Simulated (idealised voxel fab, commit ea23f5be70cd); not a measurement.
Presented below is a process module, voxel spacer lines.
We display cut, a cross-section 225 nm in width whose square cells are each 5 nm.
Cross-section = grid of square cells, listed top down in bands; band = one or more rows.
First you get the band's top height and its bottom height, in nm, and then the materials it's made of, left to right, with each width in nm. If you see a single material with "full width", that one covers the band edge to edge. "air" is empty space.
A quick word on heights: they are counted from 0, and under that level the wafer as it came to us is one material throughout. The lowest band is different from the rest in having no bottom; it simply continues downward, written as in "from 0 down".
A width such as "30 to 40" changes by the same amount from each row of cells to the next, from the band's top row to its bottom row.
For the purposes of this document, the phrase "remained unchanged" attached to a step denotes that no cell within the cross-section was modified by that step.
For the entry "Sealed void list", the listed items are empty spaces with no open way to the top whose size is 8 cells or more; each item follows the pattern width x height at distance, where distance is from the left edge and all three are in nm.
It should be noted that, on the line of a given step, the content following the step's settings is a remark produced by the simulator itself with respect to that step.
For masked steps, "overlay nm" on the step line gives how far right of plan the mask actually lay; a minus sign means it lay to the left.

-- The process steps that were planned are listed below
1: RECEIVE [material Si]
2: CONFORMAL_DEP [material Al2O3] [thk nm 10]
3: DIRECTIONAL_DEP [material polySi] [thk nm 15]
4: DIRECTIONAL_DEP [material aC] [thk nm 30]
5: PATTERN [tone cover] [mask id MANDREL] [material resist] [width nm 20] [pitch nm 60] [thk nm 35] [overlay nm 0]
6: DIRECTIONAL_ETCH [etch materials aC] [depth nm 30]
7: STRIP [etch materials resist]
8: CONFORMAL_DEP [material SiO2] [thk nm 10]
9: DIRECTIONAL_ETCH [etch materials SiO2] [depth nm 10]
10: STRIP [etch materials aC]
11: DIRECTIONAL_ETCH [etch materials polySi] [depth nm 15]
12: STRIP [etch materials SiO2]

-- Wafer cross-section on receipt, i.e. after step 1
* from 0 down  Si full width
* Sealed void list: none

-- Looking at the first of two wafers in cross-section at end of module - ran to plan
* from 25 to 10  air 60 nm, then polySi 10 nm, then air 20 nm, then polySi 10 nm, then air 20 nm, then polySi 10 nm, then air 20 nm, then polySi 10 nm, then air 65 nm
* from 10 to 0  Al2O3 full width
* from 0 down  Si full width
* Sealed void list: none

-- Wafer two, end of module, cross-section. Same start, same plan as wafer one. One mistake in the run
* from 55 to 25  air 70 nm, then aC 20 nm, then air 40 nm, then aC 20 nm, then air 75 nm
* from 25 to 10  air 70 nm, then polySi 20 nm, then air 40 nm, then polySi 20 nm, then air 75 nm
* from 10 to 0  Al2O3 full width
* from 0 down  Si full width
* Sealed void list: none
Deviation from plan: step 10 was processed under conditions differing from the plan, specifically as STRIP [etch materials SiO2]
End check, counted in cells, second wafer has more or fewer of these materials than the first: 48 more of aC
